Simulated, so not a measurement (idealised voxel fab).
Process module, titled voxel ribs on slabs
Xsec cut, 180 nm wide, square cell size 5 nm.
Square cells in a grid make up a cross-section in this document, and the grid is given as bands, listed from the top down, each one or more rows of cells. Band: top and bottom heights (nm) first, top before bottom; then materials from left to right, widths in nm. "everywhere" marks a sole material filling the band edge to edge. "air" denotes empty space. Convention: height 0 is the level below which the wafer, as received, is all one material. The lowest band does not terminate at the bottom but continues downward, represented as "0..down". You'd read "30 to 40" like this: the band's top row of cells is as wide as the first number, its bottom row is as wide as the second, and going down, every row changes width by the same amount as the row before did. Take "remained unchanged" at face value: in the step it is given for, the cross-section changed in none of its cells. Entry "Sealed-off cavities". Content: empty spaces with no open connection to the top, size 8 cells or greater. Each: width x height at distance. Distance: from left edge. Unit: nm. What comes after the settings on a step's line is commentary from the simulator itself on that step. overlay nm: mask offset rightward from planned place, masked step; negative means leftward offset.
## So here's the lineup of process steps we planned
| 1 | RECEIVE: material Si |
| 2 | DIRECTIONAL_DEP: material SiO2, thk nm 25 |
| 3 | DIRECTIONAL_DEP: material polySi, thk nm 15 |
| 4 | MASKED_ETCH: tone cover, mask id RIB, width nm 20, etch materials polySi, depth nm 10, overlay nm 0 |
| 5 | PATTERN: tone cover, mask id SLAB, material resist, width nm 80, thk nm 15, overlay nm 0 |
| 6 | DIRECTIONAL_ETCH: etch materials polySi, depth nm 5 |
| 7 | STRIP: etch materials resist |
| 8 | FILL_DEP: material SiO2, thk nm 20 |
| 9 | CMP: height nm 50 |
| 10 | DIRECTIONAL_DEP: material W, thk nm 5 |
| 11 | PATTERN: tone cover, mask id HEATER, material resist, width nm 30, thk nm 20, overlay nm 0 |
| 12 | DIRECTIONAL_ETCH: etch materials W, depth nm 5 |
| 13 | STRIP: etch materials resist |
| 14 | CONFORMAL_DEP: material SiN, thk nm 10 |
## Cross-section of the wafer as it came to us, i.e., already through step 1
> 0..down  Si everywhere
> Sealed-off cavities: none
## Sectioned view, first of two wafers, at the close of the module, processed as intended in the plan
> 65..60  air=65, SiN=50, air=65
> 60..55  SiN everywhere
> 55..50  SiN=75, W=30, SiN=75
> 50..40  SiO2 everywhere
> 40..30  SiO2=80, polySi=20, SiO2=80
> 30..25  SiO2=50, polySi=80, SiO2=50
> 25..0  SiO2 everywhere
> 0..down  Si everywhere
> Sealed-off cavities: none
## Cross-sectional view: second of two wafers, end of module; start and plan identical to the first, one mistake in running
> 65..60  air=65, SiN=50, air=65
> 60..55  SiN everywhere
> 55..50  SiN=75, W=30, SiN=75
> 50..40  SiO2=80 to 50, polySi=20 to 80, SiO2=80 to 50
> 40..25  polySi everywhere
> 25..0  SiO2 everywhere
> 0..down  Si everywhere
> Sealed-off cavities: none
What broke from the plan during processing? the plan had its step 3 run twice
FYI, end of process, the second wafer has more or fewer cells of some materials than the first: 104 fewer of SiO2, 104 more of polySi
